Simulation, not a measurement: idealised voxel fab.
This is a process module. Its name is voxel self aligned contacts.
Cross-sectional view cut (width: 195 nm; square cell size: 5 nm).
Cross-section = grid of square cells, listed top down in bands; band = one or more rows.
Within each band entry, the heights of the top and of the bottom of the band appear first, in that order and in nm; the materials of the band then follow from left to right, each with its corresponding width in nm. The designation "all across" on a single material indicates that it fills the band from edge to edge; the designation "empty" indicates empty space.
Where do heights start? At 0: under that level the wafer as delivered is made of one material only. And the lowest band has no floor; it just carries on downward, as in "0 and below".
You'd read "30->40" like this: the band's top row of cells is as wide as the first number, its bottom row is as wide as the second, and going down, every row changes width by the same amount as the row before did.
"everything unchanged" for a step: no cell of the cross-section changed in that step.
Entry "Enclosed cavities" = empty spaces >= 8 cells with no open way to the top; each as width x height at distance, distance from left edge, all nm.
On a step's line, text after the settings is the simulator commenting on that step.
overlay nm: on a step with a mask, how far right of its planned place the mask lay; negative means left.

# Below is the list of planned process steps
| 1 | op RECEIVE | material Si |
| 2 | op OXIDIZE | depth nm 5 |
| 3 | op DIRECTIONAL_DEP | material polySi | thk nm 20 |
| 4 | op DIRECTIONAL_DEP | material SiN | thk nm 20 |
| 5 | op MASKED_ETCH | tone cover | mask id GATE | width nm 35 | pitch nm 65 | etch materials SiN | depth nm 20 | overlay nm 0 |
| 6 | op MASKED_ETCH | tone cover | mask id GATE | width nm 35 | pitch nm 65 | etch materials polySi | depth nm 20 | overlay nm 0 |
| 7 | op CONFORMAL_DEP | material SiN | thk nm 5 |
| 8 | op DIRECTIONAL_ETCH | etch materials SiN | depth nm 5 |
| 9 | op FILL_DEP | material SiO2 | thk nm 20 |
| 10 | op CMP | height nm 50 |
| 11 | op MASKED_ETCH | tone open | mask id CONTACT | width nm 50 | etch materials SiO2 | depth nm 55 | overlay nm 0 |
| 12 | op CONFORMAL_DEP | material TiN | thk nm 5 |
| 13 | op FILL_DEP | material W | thk nm 10 |
| 14 | op CMP | height nm 50 |
| 15 | op CONFORMAL_DEP | material SiCN | thk nm 5 |

# Cross-section of the wafer at receipt, which is the condition after step 1
	0 and below  Si all across
	Enclosed cavities: none

# Post-module cross-section: identical start and plan to those above, one misstep in execution
	55 down to 50  SiCN all across
	50 down to 40  70 of SiO2, then 5 of TiN, then 40 of W, then 5 of TiN, then 75 of SiO2
	40 down to 35  70 of SiO2, then 15 of TiN, then 20 of W, then 15 of TiN, then 75 of SiO2
	35 down to 20  45 of SiO2, then 35 of SiN, then 5 of TiN, then 20 of W, then 5 of TiN, then 35 of SiN, then 50 of SiO2
	20 down to 0  45 of SiO2, then 35 of polySi, then 5 of TiN, then 20 of W, then 5 of TiN, then 35 of polySi, then 50 of SiO2
	0 down to -5  80 of SiO2, then 30 of TiN, then 85 of SiO2
	-5 and below  Si all across
	Enclosed cavities: none
Where did the run depart from the plan? yeah, step 7 of the plan got skipped, never ran
